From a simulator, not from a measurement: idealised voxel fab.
Process module, titled voxel local oxidation
FYI the section here is cut, 190 nm wide, cells are 5 nm squares.
When this document writes out a cross-section, it uses a grid of square cells and lists it as bands, beginning at the top and moving down, with a band standing for one or more rows of cells.
It is stipulated that each band's entry specify, in nanometres, the height of the top of the band and then that of its bottom, followed by the materials of the band in left-to-right sequence, each together with its width in nanometres. A single material marked by the word "full width" is understood to fill the band from edge to edge; the word "empty" is understood to denote empty space.
Heights are measured from 0, the level below which the as-received wafer is all one material; the lowest band has no bottom and continues downward, written as in "z 0 and below".
Width spec "30->40" -> top row of cells at first value, bottom row at second value, equal per-row change in between.
"same as before" -> step changed no cross-section cell.
Empty spaces without an open route to the top, at least 8 cells in extent, make up the entry "Fully closed voids"; each is given as width x height at distance, where the distance is measured from the left edge, and all are in nm.
Step line, after settings: the simulator's comment on this step.
A step's line can hold "overlay nm"; with a mask on that step, the setting says how far right of the planned place the mask lay, while a negative setting says it lay to the left.

Intended process steps
1,RECEIVE: material Si
2,OXIDIZE: depth nm 5
3,CONFORMAL_DEP: material SiN, thk nm 15
4,MASKED_ETCH: tone cover, mask id ACTIVE, width nm 90, etch materials SiN, depth nm 15, overlay nm 0
5,SELECTIVE_ETCH: etch materials SiO2, depth nm 5
6,OXIDIZE: depth nm 10
7,STRIP: etch materials SiN

Below: the first of two wafers, run as planned

As-received state of the wafer in cross-section, equivalent to post-step 1
> z 0 and below  Si full width
> Fully closed voids: none

Wafer after step 2 (cross-section)
> z 0 to -5  SiO2 full width
> Below a height of -5, the structure has not been altered.

Wafer after step 3 (cross-section)
> z 15 to 0  SiN full width
> Below a height of 0, the structure has not been altered.

Wafer after step 4 (cross-section)
> z 15 to 0  empty=50; SiN=90; empty=50
> Below a height of 0, the structure has not been altered.

Wafer after step 5 (cross-section)
> z 15 to 0  empty=50; SiN=90; empty=50
> z 0 to -5  empty=55; SiO2=80; empty=55
> Below a height of -5, the structure has not been altered.

Wafer after step 6 (cross-section)
> z 15 to 0  empty=50; SiN=90; empty=50
> z 0 to -5  empty=55; SiO2=80; empty=55
> z -5 to -15  SiO2=65; Si=60; SiO2=65
> Below a height of -15, the structure has not been altered.

Wafer after step 7 (cross-section)
> z 0 to -5  empty=55; SiO2=80; empty=55
> Below a height of -5, the structure has not been altered.

The second wafer was prepared from the same starting point and under the same plan as the first; its processing contained one mistake, and it remains indistinguishable from the first wafer up to and including step 1

Second wafer profile in section, at the moment step 2 of the plan was meant to be complete
> z 0 to -15  SiO2 full width
> Below a height of -15, the structure has not been altered.

Second wafer profile in section, at the moment step 3 of the plan was meant to be complete
> z 15 to 0  SiN full width
> Below a height of 0, the structure has not been altered.

Second wafer profile in section, at the moment step 4 of the plan was meant to be complete
> z 15 to 0  empty=50; SiN=90; empty=50
> Below a height of 0, the structure has not been altered.

Second wafer profile in section, at the moment step 5 of the plan was meant to be complete
> z 15 to 0  empty=50; SiN=90; empty=50
> z 0 to -5  empty=55; SiO2=80; empty=55
> Below a height of -5, the structure has not been altered.

Second wafer profile in section, at the moment step 6 of the plan was meant to be complete: same as before

Second wafer profile in section, at the moment step 7 of the plan was meant to be complete
> z 0 to -5  empty=55; SiO2=80; empty=55
> Below a height of -5, the structure has not been altered.
Processing error: step 2 off recipe, ran as OXIDIZE: depth nm 15
Per the end-of-run cell counts, the second wafer holds more or fewer of some materials than the first: Si -24; SiO2 +24
